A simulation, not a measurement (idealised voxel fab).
Process module heading - voxel self aligned vias
The cross-section shown here is cut; it is 145 nm wide and divided into square cells measuring 5 nm on a side.
Throughout this document, each cross-section is represented as a grid of square cells and is presented as a sequence of bands enumerated from the top downward, where a band comprises one or more rows of cells.
Look at the band entry: it leads with the top's height and the bottom's height in nm. Then it lists the materials left to right, with a width in nm for each. The word "everywhere" on a single material says that material fills the band edge to edge. The word "blank" is empty space.
Note: height 0 marks the level under which the wafer is uniformly one material as received. Lowest band unbounded below, written "0 -> down".
The expression "30 to 40" gives the width at the extremes of the band, the first number at its top row of cells and the second at its bottom row, with the width changing by equal amounts from each row to the next in between.
Reading "remains unaltered" for a step: not a cell of the cross-section changed in it.
Reported under the label "Closed voids list" are the empty spaces having no open way to the top and comprising 8 cells or more; the notation for each is width x height at distance, in which the distance is measured from the left edge and all three values are in nm.
Post-settings text on a step line: simulator's own remark regarding the step.
overlay nm: for a step with a mask, the amount by which the mask lay right of where it was planned; a negative amount means left of it.
**Steps planned for the process**
1. RECEIVE,material Si
2. CONFORMAL_DEP,material SiO2,thk nm 10
3. CONFORMAL_DEP,material SiCN,thk nm 5
4. DIRECTIONAL_DEP,material SiO2,thk nm 30
5. DIRECTIONAL_DEP,material aC,thk nm 10
6. PATTERN,tone open,mask id LINES,material resist,width nm 30,pitch nm 65,thk nm 25,overlay nm 0
7. DIRECTIONAL_ETCH,etch materials aC,depth nm 10
8. STRIP,etch materials resist
9. DIRECTIONAL_ETCH,etch materials SiO2,depth nm 30
10. STRIP,etch materials aC
11. CONFORMAL_DEP,material TiN,thk nm 5
12. FILL_DEP,material W,thk nm 5
13. CMP,height nm 45
14. SELECTIVE_ETCH,etch materials W Ru TiN,depth nm 10
15. FILL_DEP,material SiN,thk nm 10
16. CMP,height nm 45
17. DIRECTIONAL_DEP,material SiO2,thk nm 20
18. MASKED_ETCH,tone open,mask id VIAS,width nm 50,etch materials SiO2,depth nm 20,overlay nm 0
19. MASKED_ETCH,tone open,mask id VIAS,width nm 50,etch materials SiN,depth nm 10,overlay nm 0
20. CONFORMAL_DEP,material TiN,thk nm 5
21. FILL_DEP,material Cu,thk nm 10
22. CMP,height nm 65
23. CONFORMAL_DEP,material SiCN,thk nm 5
**The cross-section here shows the wafer as received, i.e. in its state after step 1**
- 0 -> down  Si everywhere
- Closed voids list: none
**Look at the cross-section after the module: the wafer started out the way shown above and the plan was the one shown above, yet one mistake was made along the way**
- 70 -> 65  SiCN everywhere
- 65 -> 45  SiO2: 15 | TiN: 10 | SiO2: 30 | TiN: 10 | SiO2: 80
- 45 -> 35  SiO2: 25 | SiN: 30 | SiO2: 35 | SiN: 30 | SiO2: 25
- 35 -> 20  SiO2: 25 | TiN: 5 | W: 20 | TiN: 5 | SiO2: 35 | TiN: 5 | W: 20 | TiN: 5 | SiO2: 25
- 20 -> 15  SiO2: 25 | TiN: 30 | SiO2: 35 | TiN: 30 | SiO2: 25
- 15 -> 10  SiCN everywhere
- 10 -> 0  SiO2 everywhere
- 0 -> down  Si everywhere
- Closed voids list: none
Here's what went sideways: plan vs actual: 17 and 18 interchanged
